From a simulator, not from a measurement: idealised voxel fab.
The document below concerns the process module designated voxel ribs on slabs.
It is cross-section cut that appears here, measuring 295 nm in width, its square cells being 5 nm in size.
Throughout this document, each cross-section is represented as a grid of square cells and is presented as a sequence of bands enumerated from the top downward, where a band comprises one or more rows of cells.
Top, bottom (nm), then materials left to right with widths (nm); lone material tagged "edge to edge" fills the whole band edge to edge; "blank" = empty space.
Counting heights begins at 0, where everything beneath is, in the wafer as received, one material. The lowest band has no bottom; it goes on downwards, as "0 down" shows.
Width: "30..40" (first number = top row, second number = bottom row, same change from row to row of cells).
The cross-section has no changed cell in any step marked "nothing altered".
"Enclosed voids": empty spaces of 8 cells or more with no open way to the top, each given as width x height at distance, distance from the left edge, all in nm.
Post-settings text on a step line: simulator's own remark regarding the step.
overlay nm: for a step with a mask, the amount by which the mask lay right of where it was planned; a negative amount means left of it.
Steps planned for the process:
1 RECEIVE [material Si]
2 DIRECTIONAL_DEP [material SiO2] [thk nm 20]
3 DIRECTIONAL_DEP [material polySi] [thk nm 25]
4 DIRECTIONAL_DEP [material aC] [thk nm 10]
5 PATTERN [tone cover] [mask id RIB] [material resist] [width nm 15] [thk nm 30] [overlay nm 0]
6 DIRECTIONAL_ETCH [etch materials aC] [depth nm 10]
7 STRIP [etch materials resist]
8 DIRECTIONAL_ETCH [etch materials polySi] [depth nm 15]
9 STRIP [etch materials aC]
10 DIRECTIONAL_DEP [material aC] [thk nm 15]
11 PATTERN [tone cover] [mask id SLAB] [material resist] [width nm 55] [thk nm 35] [overlay nm 0]
12 DIRECTIONAL_ETCH [etch materials aC] [depth nm 15]
13 STRIP [etch materials resist]
14 DIRECTIONAL_ETCH [etch materials polySi] [depth nm 10]
15 STRIP [etch materials aC]
16 FILL_DEP [material SiO2] [thk nm 15]
17 CMP [height nm 55]
18 DIRECTIONAL_DEP [material TiN] [thk nm 10]
19 PATTERN [tone cover] [mask id HEATER] [material resist] [width nm 25] [thk nm 20] [overlay nm 0]
20 DIRECTIONAL_ETCH [etch materials TiN] [depth nm 10]
21 STRIP [etch materials resist]
22 CONFORMAL_DEP [material SiO2] [thk nm 5]
Wafer at receipt (post step 1), cross-section:
0 down | Si edge to edge
Enclosed voids: none
Cross-sectional image of the first of two wafers at the end of the module, the run having proceeded as planned:
70 to 65 | blank: 130, SiO2: 35, blank: 130
65 to 60 | blank: 130, SiO2: 5, TiN: 25, SiO2: 5, blank: 130
60 to 55 | SiO2: 135, TiN: 25, SiO2: 135
55 to 45 | SiO2 edge to edge
45 to 30 | SiO2: 140, polySi: 15, SiO2: 140
30 to 20 | SiO2: 120, polySi: 55, SiO2: 120
20 to 0 | SiO2 edge to edge
0 down | Si edge to edge
Enclosed voids: none
Cross-sectional view of the second of two wafers upon completion of the module. This wafer shared its starting condition and process plan with the first; one error was made during its execution:
70 to 65 | blank: 130, SiO2: 35, blank: 130
65 to 60 | blank: 130, SiO2: 5, TiN: 25, SiO2: 5, blank: 130
60 to 55 | SiO2: 135, TiN: 25, SiO2: 135
55 to 25 | SiO2 edge to edge
25 to 0 | polySi edge to edge
0 down | Si edge to edge
Enclosed voids: none
Processing error: steps 2 and 3 of the plan were run in the wrong order, each in the other's place
End check, counted in cells, second wafer has more or fewer of these materials than the first: SiO2: 264 fewer, polySi: 264 more
